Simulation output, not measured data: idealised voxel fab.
Title: Process Module voxel released beams
Each square cell in cross-section cut measures 5 nm, and the section as a whole is 225 nm wide.
Cross-sections here: square-cell grids, written as top-down lists of bands, a band being one or more rows of cells.
Each band's line starts with the height of the band's top and of its bottom, in nm. Then come its materials from left to right, each with its width in nm. One material with "throughout" fills the band from edge to edge. "blank" is empty space.
Heights are expressed relative to 0, this being the level below which the as-received wafer comprises one material exclusively. The lowest band is unbounded in the downward direction and is denoted as in "0 and below".
So if you see something like "30 to 40" for the width, read it as the top row of the band sitting at the first number and the bottom row at the second, with every row in between moving by the same amount as the last.
The designation "no change", where it is given for a processing step, indicates that no cell of the cross-section was altered in the course of that step.
This entry, "Completely sealed voids", enumerates those empty regions of no fewer than 8 cells that possess no open connection to the top. Each region is reported in the form width x height at distance, the distance being taken from the left edge, with all three quantities expressed in nm.
Step line, after settings: the simulator's comment on this step.
On any step carrying a mask, the "overlay nm" setting, if present on the step's line, tells how far right of its planned place the mask lay; negative values point to the left.
The steps planned for the process are as follows:
- 1: RECEIVE: material Si
- 2: CONFORMAL_DEP: material Al2O3, thk nm 5
- 3: DIRECTIONAL_DEP: material SiO2, thk nm 20
- 4: MASKED_ETCH: tone open, mask id ANCHOR, width nm 40, etch materials SiO2, depth nm 20, overlay nm 0
- 5: CONFORMAL_DEP: material SiN, thk nm 15
- 6: MASKED_ETCH: tone cover, mask id BEAM, width nm 120, etch materials SiN, depth nm 15, overlay nm 0
- 7: STRIP: etch materials SiO2
Wafer cross-section on receipt, i.e. after step 1:
  0 and below: Si throughout
  Completely sealed voids: none
Wafer at module end, in section. Began as above, planned as above, run with one mistake:
  55 down to 40: 50 nm blank; 120 nm SiN; 55 nm blank
  40 down to 25: SiN throughout
  25 down to 5: 55 nm SiO2; 40 nm SiN; 130 nm SiO2
  5 down to 0: Al2O3 throughout
  0 and below: Si throughout
  Completely sealed voids: none
Misprocessing identified: step 5 of the plan was performed twice
